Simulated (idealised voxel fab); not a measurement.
Herein follows the process module entitled voxel self aligned vias.
Pictured: cross-section cut, 230 nm wide, on a grid of 5 nm square cells.
For the purposes of this document, a cross-section shall be understood as a grid of square cells, specified as bands listed in top-to-bottom order, each band consisting of one or more rows of cells. The band entry comprises the height of the band's top followed by the height of its bottom, expressed in nm, and subsequently the band's materials from left to right, each stated together with its width in nm. Where a single material is marked with the word "full width", that material fills the band from edge to edge. The word "empty" represents empty space. Below 0: as-received wafer, all one material; heights counted from there. Lowest band: no bottom, goes on down, written "0 nm and below". The notation "30..40" denotes a width that varies across the rows of cells in the band, beginning at the first number in the top row, finishing at the second number in the bottom row, and changing by an identical amount from each row to the next. When a step is marked "remains unaltered", none of the cells in the cross-section changed during that step. "Closed-off voids" means: voids of 8 cells or more that are shut off from the top with no open way through. Written width x height at distance, distance from the left edge, in nm. It should be noted that, on the line of a given step, the content following the step's settings is a remark produced by the simulator itself with respect to that step. The setting "overlay nm" may be written on the line of a step. When the step uses a mask, the value reports how far to the right of the planned place the mask lay, and a negative value reports that it lay to the left.

### This section lists the process steps that were planned
1. RECEIVE [material Si]
2. CONFORMAL_DEP [material SiO2] [thk nm 10]
3. CONFORMAL_DEP [material SiCN] [thk nm 5]
4. DIRECTIONAL_DEP [material SiO2] [thk nm 30]
5. DIRECTIONAL_DEP [material aC] [thk nm 15]
6. PATTERN [tone open] [mask id LINES] [material resist] [width nm 25] [pitch nm 55] [thk nm 30] [overlay nm 0]
7. DIRECTIONAL_ETCH [etch materials aC] [depth nm 15]
8. STRIP [etch materials resist]
9. DIRECTIONAL_ETCH [etch materials SiO2] [depth nm 30]
10. STRIP [etch materials aC]
11. CONFORMAL_DEP [material TiN] [thk nm 5]
12. FILL_DEP [material W] [thk nm 5]
13. CMP [height nm 45]
14. SELECTIVE_ETCH [etch materials W Ru TiN] [depth nm 10]
15. FILL_DEP [material SiN] [thk nm 5]
16. CMP [height nm 45]
17. DIRECTIONAL_DEP [material SiO2] [thk nm 15]
18. DIRECTIONAL_DEP [material aC] [thk nm 10]
19. PATTERN [tone open] [mask id VIAS] [material resist] [width nm 35] [pitch nm 55] [thk nm 25] [overlay nm 0]
20. DIRECTIONAL_ETCH [etch materials aC] [depth nm 10]
21. STRIP [etch materials resist]
22. DIRECTIONAL_ETCH [etch materials SiO2] [depth nm 15]
23. DIRECTIONAL_ETCH [etch materials SiN] [depth nm 10]
24. STRIP [etch materials aC]
25. CONFORMAL_DEP [material TiN] [thk nm 5]
26. FILL_DEP [material Ru] [thk nm 5]
27. CMP [height nm 60]
28. CONFORMAL_DEP [material SiCN] [thk nm 5]

### as received, after step 1
* 0 nm and below = Si full width
* Closed-off voids: none

### The plan above was carried out on the starting structure above with one mistake, and this cross-section shows the wafer at the end of the module
* 65 nm to 60 nm = SiCN full width
* 60 nm to 50 nm = 40 nm SiO2, then 5 nm TiN, then 25 nm Ru, then 5 nm TiN, then 20 nm SiO2, then 5 nm TiN, then 25 nm Ru, then 5 nm TiN, then 20 nm SiO2, then 5 nm TiN, then 25 nm Ru, then 5 nm TiN, then 45 nm SiO2
* 50 nm to 40 nm = 40..45 nm SiO2, then 10..5 nm TiN, then 15 nm Ru, then 10..5 nm TiN, then 20..30 nm SiO2, then 10..5 nm TiN, then 15 nm Ru, then 10..5 nm TiN, then 20..30 nm SiO2, then 10..5 nm TiN, then 15 nm Ru, then 10..5 nm TiN, then 45..50 nm SiO2
* 40 nm to 35 nm = 45 nm SiO2, then 25 nm TiN, then 30 nm SiO2, then 25 nm TiN, then 30 nm SiO2, then 25 nm TiN, then 50 nm SiO2
* 35 nm to 20 nm = 45 nm SiO2, then 5 nm SiN, then 15 nm W, then 5 nm SiN, then 30 nm SiO2, then 5 nm SiN, then 15 nm W, then 5 nm SiN, then 30 nm SiO2, then 5 nm SiN, then 15 nm W, then 5 nm SiN, then 50 nm SiO2
* 20 nm to 15 nm = 45 nm SiO2, then 25 nm SiN, then 30 nm SiO2, then 25 nm SiN, then 30 nm SiO2, then 25 nm SiN, then 50 nm SiO2
* 15 nm to 10 nm = SiCN full width
* 10 nm to 0 nm = SiO2 full width
* 0 nm and below = Si full width
* Closed-off voids: none
In executing the process, a mistake was made relative to the plan: step 11 ran as: CONFORMAL_DEP [material SiN] [thk nm 5]
